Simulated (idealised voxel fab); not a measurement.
This is a process module. Its name is voxel air gaps.
Section shown: cut. Width: 175 nm. Cell size: 5 nm, square.
Notation: cross-section as square-cell grid; stated in bands, top first, going down; one or more cell rows per band.
This entry defines a band. It first specifies the height of the band's top and the height of its bottom in nm, and then specifies the band's materials from left to right, stating each material with its width in nm. The word "edge to edge" identifies a single material that fills the band from edge to edge, while the word "empty" identifies empty space.
Height is counted from the level 0, under which the received wafer is composed throughout of one material. The lowest of the bands is not closed at the bottom but continues downward, in the notation "top 0, no bottom".
With a width like "30->40", each row of cells in the band differs from the next by the same amount, the top row carrying the first number and the bottom row the second.
It should be understood that the words "nothing got changed", when stated for a given step, signify that the cross-section underwent no change in any of its cells during that step.
The entry titled "Sealed void listing" provides the empty spaces that have no open way to the top, restricted to those of 8 cells or more. Each is presented as width x height at distance, the distance being measured from the left edge, with all three in nm.
Formally, on a step line, whatever follows the settings is a remark that the simulator itself makes on the step.
A step's line can hold "overlay nm"; with a mask on that step, the setting says how far right of the planned place the mask lay, while a negative setting says it lay to the left.
Each pair of cross-sections that follows straddles one process step: the one shows the state before the step, the other the state after it, down to the lowest band that changed and no further. The step in question, and its settings, are given under the pair. Note that a pair is not necessarily a continuation of the pair above it, since pairs can come from different runs of this module on the same starting wafer; it is a continuation only where its entry headed "Cross-section, before" says so.

-- Cross-section, before
* top 0, no bottom: Si edge to edge
* Sealed void listing: none

-- Section, Post-Step
* top 10, bottom 0: SiO2 edge to edge
* Everything under 0 stays put, no change at all.
* Sealed void listing: none
What process step lies between the two cross-sections above? CONFORMAL_DEP | material SiO2 | thk nm 10

Cross-section, before: equal to the after panel directly above.

-- Section, Post-Step
* top 15, bottom 10: SiCN edge to edge
* Everything under 10 stays put, no change at all.
* Sealed void listing: none
What process step lies between the two cross-sections above? CONFORMAL_DEP | material SiCN | thk nm 5

Cross-section, before: equal to the after panel directly above.

-- Section, Post-Step
* top 55, bottom 15: lowk edge to edge
* Everything under 15 stays put, no change at all.
* Sealed void listing: none
What process step lies between the two cross-sections above? DIRECTIONAL_DEP | material lowk | thk nm 40

Cross-section, before: equal to the after panel directly above.

-- Section, Post-Step
* top 70, bottom 55: aC edge to edge
* Everything under 55 stays put, no change at all.
* Sealed void listing: none
What process step lies between the two cross-sections above? DIRECTIONAL_DEP | material aC | thk nm 15

Cross-section, before: equal to the after panel directly above.

-- Section, Post-Step
* top 100, bottom 70: 20 nm resist | 15 nm empty | 25 nm resist | 15 nm empty | 25 nm resist | 15 nm empty | 25 nm resist | 15 nm empty | 20 nm resist
* Everything under 70 stays put, no change at all.
* Sealed void listing: none
What process step lies between the two cross-sections above? PATTERN | tone open | mask id LINES | material resist | width nm 15 | pitch nm 40 | thk nm 30 | overlay nm 0

Cross-section, before: equal to the after panel directly above.

-- Section, Post-Step
* top 85, bottom 70: 20 nm resist | 15 nm empty | 25 nm resist | 15 nm empty | 25 nm resist | 15 nm empty | 25 nm resist | 15 nm empty | 20 nm resist
* top 70, bottom 55: 20 nm aC | 15 nm empty | 25 nm aC | 15 nm empty | 25 nm aC | 15 nm empty | 25 nm aC | 15 nm empty | 20 nm aC
* Everything under 55 stays put, no change at all.
* Sealed void listing: none
What process step lies between the two cross-sections above? DIRECTIONAL_ETCH | etch materials aC | depth nm 15

Cross-section, before: equal to the after panel directly above.

-- Section, Post-Step
* top 70, bottom 55: 20 nm aC | 15 nm empty | 25 nm aC | 15 nm empty | 25 nm aC | 15 nm empty | 25 nm aC | 15 nm empty | 20 nm aC
* Everything under 55 stays put, no change at all.
* Sealed void listing: none
What process step lies between the two cross-sections above? STRIP | etch materials resist

Cross-section, before: equal to the after panel directly above.

-- Section, Post-Step
* top 70, bottom 55: 20 nm aC | 15 nm empty | 25 nm aC | 15 nm empty | 25 nm aC | 15 nm empty | 25 nm aC | 15 nm empty | 20 nm aC
* top 55, bottom 15: 20 nm lowk | 15 nm empty | 25 nm lowk | 15 nm empty | 25 nm lowk | 15 nm empty | 25 nm lowk | 15 nm empty | 20 nm lowk
* Everything under 15 stays put, no change at all.
* Sealed void listing: none
What process step lies between the two cross-sections above? DIRECTIONAL_ETCH | etch materials lowk | depth nm 40

Cross-section, before: equal to the after panel directly above.

-- Section, Post-Step
* top 55, bottom 15: 20 nm lowk | 15 nm empty | 25 nm lowk | 15 nm empty | 25 nm lowk | 15 nm empty | 25 nm lowk | 15 nm empty | 20 nm lowk
* Everything under 15 stays put, no change at all.
* Sealed void listing: none
What process step lies between the two cross-sections above? STRIP | etch materials aC

Cross-section, before: equal to the after panel directly above.

-- Section, Post-Step
* top 60, bottom 55: 25 nm TiN | 5 nm empty | 35 nm TiN | 5 nm empty | 35 nm TiN | 5 nm empty | 35 nm TiN | 5 nm empty | 25 nm TiN
* top 55, bottom 20: 20 nm lowk | 5 nm TiN | 5 nm empty | 5 nm TiN | 25 nm lowk | 5 nm TiN | 5 nm empty | 5 nm TiN | 25 nm lowk | 5 nm TiN | 5 nm empty | 5 nm TiN | 25 nm lowk | 5 nm TiN | 5 nm empty | 5 nm TiN | 20 nm lowk
* top 20, bottom 15: 20 nm lowk | 15 nm TiN | 25 nm lowk | 15 nm TiN | 25 nm lowk | 15 nm TiN | 25 nm lowk | 15 nm TiN | 20 nm lowk
* Everything under 15 stays put, no change at all.
* Sealed void listing: none
What process step lies between the two cross-sections above? CONFORMAL_DEP | material TiN | thk nm 5

Cross-section, before: equal to the after panel directly above.

-- Section, Post-Step
* top 65, bottom 60: W edge to edge
* top 60, bottom 55: 25 nm TiN | 5 nm W | 35 nm TiN | 5 nm W | 35 nm TiN | 5 nm W | 35 nm TiN | 5 nm W | 25 nm TiN
* top 55, bottom 20: 20 nm lowk | 5 nm TiN | 5 nm W | 5 nm TiN | 25 nm lowk | 5 nm TiN | 5 nm W | 5 nm TiN | 25 nm lowk | 5 nm TiN | 5 nm W | 5 nm TiN | 25 nm lowk | 5 nm TiN | 5 nm W | 5 nm TiN | 20 nm lowk
* Everything under 20 stays put, no change at all.
* Sealed void listing: none
What process step lies between the two cross-sections above? FILL_DEP | material W | thk nm 5

Cross-section, before: equal to the after panel directly above.

-- Section, Post-Step
* top 55, bottom 20: 20 nm lowk | 5 nm TiN | 5 nm W | 5 nm TiN | 25 nm lowk | 5 nm TiN | 5 nm W | 5 nm TiN | 25 nm lowk | 5 nm TiN | 5 nm W | 5 nm TiN | 25 nm lowk | 5 nm TiN | 5 nm W | 5 nm TiN | 20 nm lowk
* Everything under 20 stays put, no change at all.
* Sealed void listing: none
What process step lies between the two cross-sections above? CMP | height nm 55

Cross-section, before: equal to the after panel directly above.

-- Section, Post-Step
* top 65, bottom 55: 10 nm empty | 35 nm Ru | 5 nm empty | 35 nm Ru | 5 nm empty | 35 nm Ru | 5 nm empty | 35 nm Ru | 10 nm empty
* Everything under 55 stays put, no change at all.
* Sealed void listing: none
What process step lies between the two cross-sections above? EPI | material Ru | thk nm 10

Cross-section, before: equal to the after panel directly above.

-- Section, Post-Step
* top 65, bottom 55: 10 nm empty | 35 nm Ru | 5 nm empty | 35 nm Ru | 5 nm empty | 35 nm Ru | 5 nm empty | 35 nm Ru | 10 nm empty
* top 55, bottom 20: 20 nm empty | 5 nm TiN | 5 nm W | 5 nm TiN | 25 nm empty | 5 nm TiN | 5 nm W | 5 nm TiN | 25 nm empty | 5 nm TiN | 5 nm W | 5 nm TiN | 25 nm empty | 5 nm TiN | 5 nm W | 5 nm TiN | 20 nm empty
* top 20, bottom 15: 20 nm empty | 15 nm TiN | 25 nm empty | 15 nm TiN | 25 nm empty | 15 nm TiN | 25 nm empty | 15 nm TiN | 20 nm empty
* Everything under 15 stays put, no change at all.
* Sealed void listing: none
What process step lies between the two cross-sections above? SELECTIVE_ETCH | etch materials lowk | depth nm 50

Cross-section, before: equal to the after panel directly above.

-- Section, Post-Step
* top 70, bottom 65: 5 nm empty | 165 nm SiCN | 5 nm empty
* top 65, bottom 55: 5 nm empty | 5 nm SiCN | 35 nm Ru | 5 nm SiCN | 35 nm Ru | 5 nm SiCN | 35 nm Ru | 5 nm SiCN | 35 nm Ru | 5 nm SiCN | 5 nm empty
* top 55, bottom 50: 5 nm empty | 15 nm SiCN | 5 nm TiN | 5 nm W | 5 nm TiN | 25 nm SiCN | 5 nm TiN | 5 nm W | 5 nm TiN | 25 nm SiCN | 5 nm TiN | 5 nm W | 5 nm TiN | 25 nm SiCN | 5 nm TiN | 5 nm W | 5 nm TiN | 15 nm SiCN | 5 nm empty
* top 50, bottom 20: 15 nm empty | 5 nm SiCN | 5 nm TiN | 5 nm W | 5 nm TiN | 5 nm SiCN | 15 nm empty | 5 nm SiCN | 5 nm TiN | 5 nm W | 5 nm TiN | 5 nm SiCN | 15 nm empty | 5 nm SiCN | 5 nm TiN | 5 nm W | 5 nm TiN | 5 nm SiCN | 15 nm empty | 5 nm SiCN | 5 nm TiN | 5 nm W | 5 nm TiN | 5 nm SiCN | 15 nm empty
* top 20, bottom 15: 20 nm SiCN | 15 nm TiN | 25 nm SiCN | 15 nm TiN | 25 nm SiCN | 15 nm TiN | 25 nm SiCN | 15 nm TiN | 20 nm SiCN
* Everything under 15 stays put, no change at all.
* Sealed void listing: 15 x 30 at 40; 15 x 30 at 80; 15 x 30 at 120
What process step lies between the two cross-sections above? CONFORMAL_DEP | material SiCN | thk nm 5

-- Cross-section, before
* top 10, bottom 0: SiO2 edge to edge
* top 0, no bottom: Si edge to edge
* Sealed void listing: none

-- Section, Post-Step
* top 50, bottom 10: lowk edge to edge
* Everything under 10 stays put, no change at all.
* Sealed void listing: none
What process step lies between the two cross-sections above? DIRECTIONAL_DEP | material lowk | thk nm 40

Cross-section, before: equal to the after panel directly above.

-- Section, Post-Step
* top 65, bottom 50: aC edge to edge
* Everything under 50 stays put, no change at all.
* Sealed void listing: none
What process step lies between the two cross-sections above? DIRECTIONAL_DEP | material aC | thk nm 15

Cross-section, before: equal to the after panel directly above.

-- Section, Post-Step
* top 95, bottom 65: 20 nm resist | 15 nm empty | 25 nm resist | 15 nm empty | 25 nm resist | 15 nm empty | 25 nm resist | 15 nm empty | 20 nm resist
* Everything under 65 stays put, no change at all.
* Sealed void listing: none
What process step lies between the two cross-sections above? PATTERN | tone open | mask id LINES | material resist | width nm 15 | pitch nm 40 | thk nm 30 | overlay nm 0

Cross-section, before: equal to the after panel directly above.

-- Section, Post-Step
* top 80, bottom 65: 20 nm resist | 15 nm empty | 25 nm resist | 15 nm empty | 25 nm resist | 15 nm empty | 25 nm resist | 15 nm empty | 20 nm resist
* top 65, bottom 50: 20 nm aC | 15 nm empty | 25 nm aC | 15 nm empty | 25 nm aC | 15 nm empty | 25 nm aC | 15 nm empty | 20 nm aC
* Everything under 50 stays put, no change at all.
* Sealed void listing: none
What process step lies between the two cross-sections above? DIRECTIONAL_ETCH | etch materials aC | depth nm 15

Cross-section, before: equal to the after panel directly above.

-- Section, Post-Step
* top 65, bottom 50: 20 nm aC | 15 nm empty | 25 nm aC | 15 nm empty | 25 nm aC | 15 nm empty | 25 nm aC | 15 nm empty | 20 nm aC
* Everything under 50 stays put, no change at all.
* Sealed void listing: none
What process step lies between the two cross-sections above? STRIP | etch materials resist

Cross-section, before: equal to the after panel directly above.

-- Section, Post-Step
* top 65, bottom 50: 20 nm aC | 15 nm empty | 25 nm aC | 15 nm empty | 25 nm aC | 15 nm empty | 25 nm aC | 15 nm empty | 20 nm aC
* top 50, bottom 10: 20 nm lowk | 15 nm empty | 25 nm lowk | 15 nm empty | 25 nm lowk | 15 nm empty | 25 nm lowk | 15 nm empty | 20 nm lowk
* Everything under 10 stays put, no change at all.
* Sealed void listing: none
What process step lies between the two cross-sections above? DIRECTIONAL_ETCH | etch materials lowk | depth nm 40

Cross-section, before: equal to the after panel directly above.

-- Section, Post-Step
* top 50, bottom 10: 20 nm lowk | 15 nm empty | 25 nm lowk | 15 nm empty | 25 nm lowk | 15 nm empty | 25 nm lowk | 15 nm empty | 20 nm lowk
* Everything under 10 stays put, no change at all.
* Sealed void listing: none
What process step lies between the two cross-sections above? STRIP | etch materials aC

Cross-section, before: equal to the after panel directly above.

-- Section, Post-Step
* top 55, bottom 50: 25 nm TiN | 5 nm empty | 35 nm TiN | 5 nm empty | 35 nm TiN | 5 nm empty | 35 nm TiN | 5 nm empty | 25 nm TiN
* top 50, bottom 15: 20 nm lowk | 5 nm TiN | 5 nm empty | 5 nm TiN | 25 nm lowk | 5 nm TiN | 5 nm empty | 5 nm TiN | 25 nm lowk | 5 nm TiN | 5 nm empty | 5 nm TiN | 25 nm lowk | 5 nm TiN | 5 nm empty | 5 nm TiN | 20 nm lowk
* top 15, bottom 10: 20 nm lowk | 15 nm TiN | 25 nm lowk | 15 nm TiN | 25 nm lowk | 15 nm TiN | 25 nm lowk | 15 nm TiN | 20 nm lowk
* Everything under 10 stays put, no change at all.
* Sealed void listing: none
What process step lies between the two cross-sections above? CONFORMAL_DEP | material TiN | thk nm 5

Cross-section, before: equal to the after panel directly above.

-- Section, Post-Step
* top 60, bottom 55: W edge to edge
* top 55, bottom 50: 25 nm TiN | 5 nm W | 35 nm TiN | 5 nm W | 35 nm TiN | 5 nm W | 35 nm TiN | 5 nm W | 25 nm TiN
* top 50, bottom 15: 20 nm lowk | 5 nm TiN | 5 nm W | 5 nm TiN | 25 nm lowk | 5 nm TiN | 5 nm W | 5 nm TiN | 25 nm lowk | 5 nm TiN | 5 nm W | 5 nm TiN | 25 nm lowk | 5 nm TiN | 5 nm W | 5 nm TiN | 20 nm lowk
* Everything under 15 stays put, no change at all.
* Sealed void listing: none
What process step lies between the two cross-sections above? FILL_DEP | material W | thk nm 5

Cross-section, before: equal to the after panel directly above.

-- Section, Post-Step
* top 55, bottom 50: 25 nm TiN | 5 nm W | 35 nm TiN | 5 nm W | 35 nm TiN | 5 nm W | 35 nm TiN | 5 nm W | 25 nm TiN
* Everything under 50 stays put, no change at all.
* Sealed void listing: none
What process step lies between the two cross-sections above? CMP | height nm 55

Cross-section, before: equal to the after panel directly above.

-- Section, Post-Step
* top 65, bottom 55: Ru edge to edge
* Everything under 55 stays put, no change at all.
* Sealed void listing: none
What process step lies between the two cross-sections above? EPI | material Ru | thk nm 10

Cross-section, before: equal to the after panel directly above.

-- Section, Post-Step
* top 70, bottom 65: SiCN edge to edge
* Everything under 65 stays put, no change at all.
* Sealed void listing: none
What process step lies between the two cross-sections above? CONFORMAL_DEP | material SiCN | thk nm 5

-- Cross-section, before
* top 65, bottom 55: 10 nm empty | 35 nm Ru | 5 nm empty | 35 nm Ru | 5 nm empty | 35 nm Ru | 5 nm empty | 35 nm Ru | 10 nm empty
* top 55, bottom 20: 20 nm lowk | 5 nm TiN | 5 nm W | 5 nm TiN | 25 nm lowk | 5 nm TiN | 5 nm W | 5 nm TiN | 25 nm lowk | 5 nm TiN | 5 nm W | 5 nm TiN | 25 nm lowk | 5 nm TiN | 5 nm W | 5 nm TiN | 20 nm lowk
* top 20, bottom 15: 20 nm lowk | 15 nm TiN | 25 nm lowk | 15 nm TiN | 25 nm lowk | 15 nm TiN | 25 nm lowk | 15 nm TiN | 20 nm lowk
* top 15, bottom 10: SiCN edge to edge
* top 10, bottom 0: SiO2 edge to edge
* top 0, no bottom: Si edge to edge
* Sealed void listing: none

-- Section, Post-Step
* top 75, bottom 55: Ru edge to edge
* Everything under 55 stays put, no change at all.
* Sealed void listing: none
What process step lies between the two cross-sections above? EPI | material Ru | thk nm 10

Cross-section, before: equal to the after panel directly above.

-- Section, Post-Step
* top 80, bottom 75: SiCN edge to edge
* Everything under 75 stays put, no change at all.
* Sealed void listing: none
What process step lies between the two cross-sections above? CONFORMAL_DEP | material SiCN | thk nm 5

-- Cross-section, before
* top 0, no bottom: Si edge to edge
* Sealed void listing: none

-- Section, Post-Step
* top 5, bottom 0: SiCN edge to edge
* Everything under 0 stays put, no change at all.
* Sealed void listing: none
What process step lies between the two cross-sections above? CONFORMAL_DEP | material SiCN | thk nm 5

Cross-section, before: equal to the after panel directly above.

-- Section, Post-Step
* top 15, bottom 5: SiO2 edge to edge
* Everything under 5 stays put, no change at all.
* Sealed void listing: none
What process step lies between the two cross-sections above? CONFORMAL_DEP | material SiO2 | thk nm 10

Cross-section, before: equal to the after panel directly above.

-- Section, Post-Step
* top 55, bottom 15: lowk edge to edge
* Everything under 15 stays put, no change at all.
* Sealed void listing: none
What process step lies between the two cross-sections above? DIRECTIONAL_DEP | material lowk | thk nm 40

Cross-section, before: equal to the after panel directly above.

-- Section, Post-Step
* top 70, bottom 55: aC edge to edge
* Everything under 55 stays put, no change at all.
* Sealed void listing: none
What process step lies between the two cross-sections above? DIRECTIONAL_DEP | material aC | thk nm 15

Cross-section, before: equal to the after panel directly above.

-- Section, Post-Step
* top 100, bottom 70: 20 nm resist | 15 nm empty | 25 nm resist | 15 nm empty | 25 nm resist | 15 nm empty | 25 nm resist | 15 nm empty | 20 nm resist
* Everything under 70 stays put, no change at all.
* Sealed void listing: none
What process step lies between the two cross-sections above? PATTERN | tone open | mask id LINES | material resist | width nm 15 | pitch nm 40 | thk nm 30 | overlay nm 0

Cross-section, before: equal to the after panel directly above.

-- Section, Post-Step
* top 85, bottom 70: 20 nm resist | 15 nm empty | 25 nm resist | 15 nm empty | 25 nm resist | 15 nm empty | 25 nm resist | 15 nm empty | 20 nm resist
* top 70, bottom 55: 20 nm aC | 15 nm empty | 25 nm aC | 15 nm empty | 25 nm aC | 15 nm empty | 25 nm aC | 15 nm empty | 20 nm aC
* Everything under 55 stays put, no change at all.
* Sealed void listing: none
What process step lies between the two cross-sections above? DIRECTIONAL_ETCH | etch materials aC | depth nm 15

Cross-section, before: equal to the after panel directly above.

-- Section, Post-Step
* top 70, bottom 55: 20 nm aC | 15 nm empty | 25 nm aC | 15 nm empty | 25 nm aC | 15 nm empty | 25 nm aC | 15 nm empty | 20 nm aC
* Everything under 55 stays put, no change at all.
* Sealed void listing: none
What process step lies between the two cross-sections above? STRIP | etch materials resist

Cross-section, before: equal to the after panel directly above.

-- Section, Post-Step
* top 70, bottom 55: 20 nm aC | 15 nm empty | 25 nm aC | 15 nm empty | 25 nm aC | 15 nm empty | 25 nm aC | 15 nm empty | 20 nm aC
* top 55, bottom 15: 20 nm lowk | 15 nm empty | 25 nm lowk | 15 nm empty | 25 nm lowk | 15 nm empty | 25 nm lowk | 15 nm empty | 20 nm lowk
* Everything under 15 stays put, no change at all.
* Sealed void listing: none
What process step lies between the two cross-sections above? DIRECTIONAL_ETCH | etch materials lowk | depth nm 40

Cross-section, before: equal to the after panel directly above.

-- Section, Post-Step
* top 55, bottom 15: 20 nm lowk | 15 nm empty | 25 nm lowk | 15 nm empty | 25 nm lowk | 15 nm empty | 25 nm lowk | 15 nm empty | 20 nm lowk
* Everything under 15 stays put, no change at all.
* Sealed void listing: none
What process step lies between the two cross-sections above? STRIP | etch materials aC

Cross-section, before: equal to the after panel directly above.

-- Section, Post-Step
* top 60, bottom 55: 25 nm TiN | 5 nm empty | 35 nm TiN | 5 nm empty | 35 nm TiN | 5 nm empty | 35 nm TiN | 5 nm empty | 25 nm TiN
* top 55, bottom 20: 20 nm lowk | 5 nm TiN | 5 nm empty | 5 nm TiN | 25 nm lowk | 5 nm TiN | 5 nm empty | 5 nm TiN | 25 nm lowk | 5 nm TiN | 5 nm empty | 5 nm TiN | 25 nm lowk | 5 nm TiN | 5 nm empty | 5 nm TiN | 20 nm lowk
* top 20, bottom 15: 20 nm lowk | 15 nm TiN | 25 nm lowk | 15 nm TiN | 25 nm lowk | 15 nm TiN | 25 nm lowk | 15 nm TiN | 20 nm lowk
* Everything under 15 stays put, no change at all.
* Sealed void listing: none
What process step lies between the two cross-sections above? CONFORMAL_DEP | material TiN | thk nm 5

Cross-section, before: equal to the after panel directly above.

-- Section, Post-Step
* top 65, bottom 60: W edge to edge
* top 60, bottom 55: 25 nm TiN | 5 nm W | 35 nm TiN | 5 nm W | 35 nm TiN | 5 nm W | 35 nm TiN | 5 nm W | 25 nm TiN
* top 55, bottom 20: 20 nm lowk | 5 nm TiN | 5 nm W | 5 nm TiN | 25 nm lowk | 5 nm TiN | 5 nm W | 5 nm TiN | 25 nm lowk | 5 nm TiN | 5 nm W | 5 nm TiN | 25 nm lowk | 5 nm TiN | 5 nm W | 5 nm TiN | 20 nm lowk
* Everything under 20 stays put, no change at all.
* Sealed void listing: none
What process step lies between the two cross-sections above? FILL_DEP | material W | thk nm 5

Cross-section, before: equal to the after panel directly above.

-- Section, Post-Step
* top 55, bottom 20: 20 nm lowk | 5 nm TiN | 5 nm W | 5 nm TiN | 25 nm lowk | 5 nm TiN | 5 nm W | 5 nm TiN | 25 nm lowk | 5 nm TiN | 5 nm W | 5 nm TiN | 25 nm lowk | 5 nm TiN | 5 nm W | 5 nm TiN | 20 nm lowk
* Everything under 20 stays put, no change at all.
* Sealed void listing: none
What process step lies between the two cross-sections above? CMP | height nm 55

Cross-section, before: equal to the after panel directly above.

-- Section, Post-Step
* top 65, bottom 55: 10 nm empty | 35 nm Ru | 5 nm empty | 35 nm Ru | 5 nm empty | 35 nm Ru | 5 nm empty | 35 nm Ru | 10 nm empty
* Everything under 55 stays put, no change at all.
* Sealed void listing: none
What process step lies between the two cross-sections above? EPI | material Ru | thk nm 10

Cross-section, before: equal to the after panel directly above.

-- Section, Post-Step
* top 65, bottom 55: 10 nm empty | 35 nm Ru | 5 nm empty | 35 nm Ru | 5 nm empty | 35 nm Ru | 5 nm empty | 35 nm Ru | 10 nm empty
* top 55, bottom 20: 20 nm empty | 5 nm TiN | 5 nm W | 5 nm TiN | 25 nm empty | 5 nm TiN | 5 nm W | 5 nm TiN | 25 nm empty | 5 nm TiN | 5 nm W | 5 nm TiN | 25 nm empty | 5 nm TiN | 5 nm W | 5 nm TiN | 20 nm empty
* top 20, bottom 15: 20 nm empty | 15 nm TiN | 25 nm empty | 15 nm TiN | 25 nm empty | 15 nm TiN | 25 nm empty | 15 nm TiN | 20 nm empty
* Everything under 15 stays put, no change at all.
* Sealed void listing: none
What process step lies between the two cross-sections above? SELECTIVE_ETCH | etch materials lowk | depth nm 50

Cross-section, before: equal to the after panel directly above.

-- Section, Post-Step
* top 70, bottom 65: 5 nm empty | 165 nm SiCN | 5 nm empty
* top 65, bottom 55: 5 nm empty | 5 nm SiCN | 35 nm Ru | 5 nm SiCN | 35 nm Ru | 5 nm SiCN | 35 nm Ru | 5 nm SiCN | 35 nm Ru | 5 nm SiCN | 5 nm empty
* top 55, bottom 50: 5 nm empty | 15 nm SiCN | 5 nm TiN | 5 nm W | 5 nm TiN | 25 nm SiCN | 5 nm TiN | 5 nm W | 5 nm TiN | 25 nm SiCN | 5 nm TiN | 5 nm W | 5 nm TiN | 25 nm SiCN | 5 nm TiN | 5 nm W | 5 nm TiN | 15 nm SiCN | 5 nm empty
* top 50, bottom 20: 15 nm empty | 5 nm SiCN | 5 nm TiN | 5 nm W | 5 nm TiN | 5 nm SiCN | 15 nm empty | 5 nm SiCN | 5 nm TiN | 5 nm W | 5 nm TiN | 5 nm SiCN | 15 nm empty | 5 nm SiCN | 5 nm TiN | 5 nm W | 5 nm TiN | 5 nm SiCN | 15 nm empty | 5 nm SiCN | 5 nm TiN | 5 nm W | 5 nm TiN | 5 nm SiCN | 15 nm empty
* top 20, bottom 15: 20 nm SiCN | 15 nm TiN | 25 nm SiCN | 15 nm TiN | 25 nm SiCN | 15 nm TiN | 25 nm SiCN | 15 nm TiN | 20 nm SiCN
* Everything under 15 stays put, no change at all.
* Sealed void listing: 15 x 30 at 40; 15 x 30 at 80; 15 x 30 at 120
What process step lies between the two cross-sections above? CONFORMAL_DEP | material SiCN | thk nm 5

-- Cross-section, before
* top 10, bottom 0: SiO2 edge to edge
* top 0, no bottom: Si edge to edge
* Sealed void listing: none

-- Section, Post-Step
* top 25, bottom 10: SiCN edge to edge
* Everything under 10 stays put, no change at all.
* Sealed void listing: none
What process step lies between the two cross-sections above? CONFORMAL_DEP | material SiCN | thk nm 15

Cross-section, before: equal to the after panel directly above.

-- Section, Post-Step
* top 65, bottom 25: lowk edge to edge
* Everything under 25 stays put, no change at all.
* Sealed void listing: none
What process step lies between the two cross-sections above? DIRECTIONAL_DEP | material lowk | thk nm 40

Cross-section, before: equal to the after panel directly above.

-- Section, Post-Step
* top 80, bottom 65: aC edge to edge
* Everything under 65 stays put, no change at all.
* Sealed void listing: none
What process step lies between the two cross-sections above? DIRECTIONAL_DEP | material aC | thk nm 15

Cross-section, before: equal to the after panel directly above.

-- Section, Post-Step
* top 110, bottom 80: 20 nm resist | 15 nm empty | 25 nm resist | 15 nm empty | 25 nm resist | 15 nm empty | 25 nm resist | 15 nm empty | 20 nm resist
* Everything under 80 stays put, no change at all.
* Sealed void listing: none
What process step lies between the two cross-sections above? PATTERN | tone open | mask id LINES | material resist | width nm 15 | pitch nm 40 | thk nm 30 | overlay nm 0

Cross-section, before: equal to the after panel directly above.

-- Section, Post-Step
* top 95, bottom 80: 20 nm resist | 15 nm empty | 25 nm resist | 15 nm empty | 25 nm resist | 15 nm empty | 25 nm resist | 15 nm empty | 20 nm resist
* top 80, bottom 65: 20 nm aC | 15 nm empty | 25 nm aC | 15 nm empty | 25 nm aC | 15 nm empty | 25 nm aC | 15 nm empty | 20 nm aC
* Everything under 65 stays put, no change at all.
* Sealed void listing: none
What process step lies between the two cross-sections above? DIRECTIONAL_ETCH | etch materials aC | depth nm 15

Cross-section, before: equal to the after panel directly above.

-- Section, Post-Step
* top 80, bottom 65: 20 nm aC | 15 nm empty | 25 nm aC | 15 nm empty | 25 nm aC | 15 nm empty | 25 nm aC | 15 nm empty | 20 nm aC
* Everything under 65 stays put, no change at all.
* Sealed void listing: none
What process step lies between the two cross-sections above? STRIP | etch materials resist

Cross-section, before: equal to the after panel directly above.

-- Section, Post-Step
* top 80, bottom 65: 20 nm aC | 15 nm empty | 25 nm aC | 15 nm empty | 25 nm aC | 15 nm empty | 25 nm aC | 15 nm empty | 20 nm aC
* top 65, bottom 25: 20 nm lowk | 15 nm empty | 25 nm lowk | 15 nm empty | 25 nm lowk | 15 nm empty | 25 nm lowk | 15 nm empty | 20 nm lowk
* Everything under 25 stays put, no change at all.
* Sealed void listing: none
What process step lies between the two cross-sections above? DIRECTIONAL_ETCH | etch materials lowk | depth nm 40

Cross-section, before: equal to the after panel directly above.

-- Section, Post-Step
* top 65, bottom 25: 20 nm lowk | 15 nm empty | 25 nm lowk | 15 nm empty | 25 nm lowk | 15 nm empty | 25 nm lowk | 15 nm empty | 20 nm lowk
* Everything under 25 stays put, no change at all.
* Sealed void listing: none
What process step lies between the two cross-sections above? STRIP | etch materials aC

Cross-section, before: equal to the after panel directly above.

-- Section, Post-Step
* top 70, bottom 65: 25 nm TiN | 5 nm empty | 35 nm TiN | 5 nm empty | 35 nm TiN | 5 nm empty | 35 nm TiN | 5 nm empty | 25 nm TiN
* top 65, bottom 30: 20 nm lowk | 5 nm TiN | 5 nm empty | 5 nm TiN | 25 nm lowk | 5 nm TiN | 5 nm empty | 5 nm TiN | 25 nm lowk | 5 nm TiN | 5 nm empty | 5 nm TiN | 25 nm lowk | 5 nm TiN | 5 nm empty | 5 nm TiN | 20 nm lowk
* top 30, bottom 25: 20 nm lowk | 15 nm TiN | 25 nm lowk | 15 nm TiN | 25 nm lowk | 15 nm TiN | 25 nm lowk | 15 nm TiN | 20 nm lowk
* Everything under 25 stays put, no change at all.
* Sealed void listing: none
What process step lies between the two cross-sections above? CONFORMAL_DEP | material TiN | thk nm 5

Cross-section, before: equal to the after panel directly above.

-- Section, Post-Step
* top 75, bottom 70: W edge to edge
* top 70, bottom 65: 25 nm TiN | 5 nm W | 35 nm TiN | 5 nm W | 35 nm TiN | 5 nm W | 35 nm TiN | 5 nm W | 25 nm TiN
* top 65, bottom 30: 20 nm lowk | 5 nm TiN | 5 nm W | 5 nm TiN | 25 nm lowk | 5 nm TiN | 5 nm W | 5 nm TiN | 25 nm lowk | 5 nm TiN | 5 nm W | 5 nm TiN | 25 nm lowk | 5 nm TiN | 5 nm W | 5 nm TiN | 20 nm lowk
* Everything under 30 stays put, no change at all.
* Sealed void listing: none
What process step lies between the two cross-sections above? FILL_DEP | material W | thk nm 5

Cross-section, before: equal to the after panel directly above.

-- Section, Post-Step
* top 55, bottom 30: 20 nm lowk | 5 nm TiN | 5 nm W | 5 nm TiN | 25 nm lowk | 5 nm TiN | 5 nm W | 5 nm TiN | 25 nm lowk | 5 nm TiN | 5 nm W | 5 nm TiN | 25 nm lowk | 5 nm TiN | 5 nm W | 5 nm TiN | 20 nm lowk
* Everything under 30 stays put, no change at all.
* Sealed void listing: none
What process step lies between the two cross-sections above? CMP | height nm 55

Cross-section, before: equal to the after panel directly above.

-- Section, Post-Step
* top 65, bottom 55: 10 nm empty | 35 nm Ru | 5 nm empty | 35 nm Ru | 5 nm empty | 35 nm Ru | 5 nm empty | 35 nm Ru | 10 nm empty
* Everything under 55 stays put, no change at all.
* Sealed void listing: none
What process step lies between the two cross-sections above? EPI | material Ru | thk nm 10

Cross-section, before: equal to the after panel directly above.

-- Section, Post-Step
* top 65, bottom 55: 10 nm empty | 35 nm Ru | 5 nm empty | 35 nm Ru | 5 nm empty | 35 nm Ru | 5 nm empty | 35 nm Ru | 10 nm empty
* top 55, bottom 30: 20 nm empty | 5 nm TiN | 5 nm W | 5 nm TiN | 25 nm empty | 5 nm TiN | 5 nm W | 5 nm TiN | 25 nm empty | 5 nm TiN | 5 nm W | 5 nm TiN | 25 nm empty | 5 nm TiN | 5 nm W | 5 nm TiN | 20 nm empty
* top 30, bottom 25: 20 nm empty | 15 nm TiN | 25 nm empty | 15 nm TiN | 25 nm empty | 15 nm TiN | 25 nm empty | 15 nm TiN | 20 nm empty
* Everything under 25 stays put, no change at all.
* Sealed void listing: none
What process step lies between the two cross-sections above? SELECTIVE_ETCH | etch materials lowk | depth nm 50
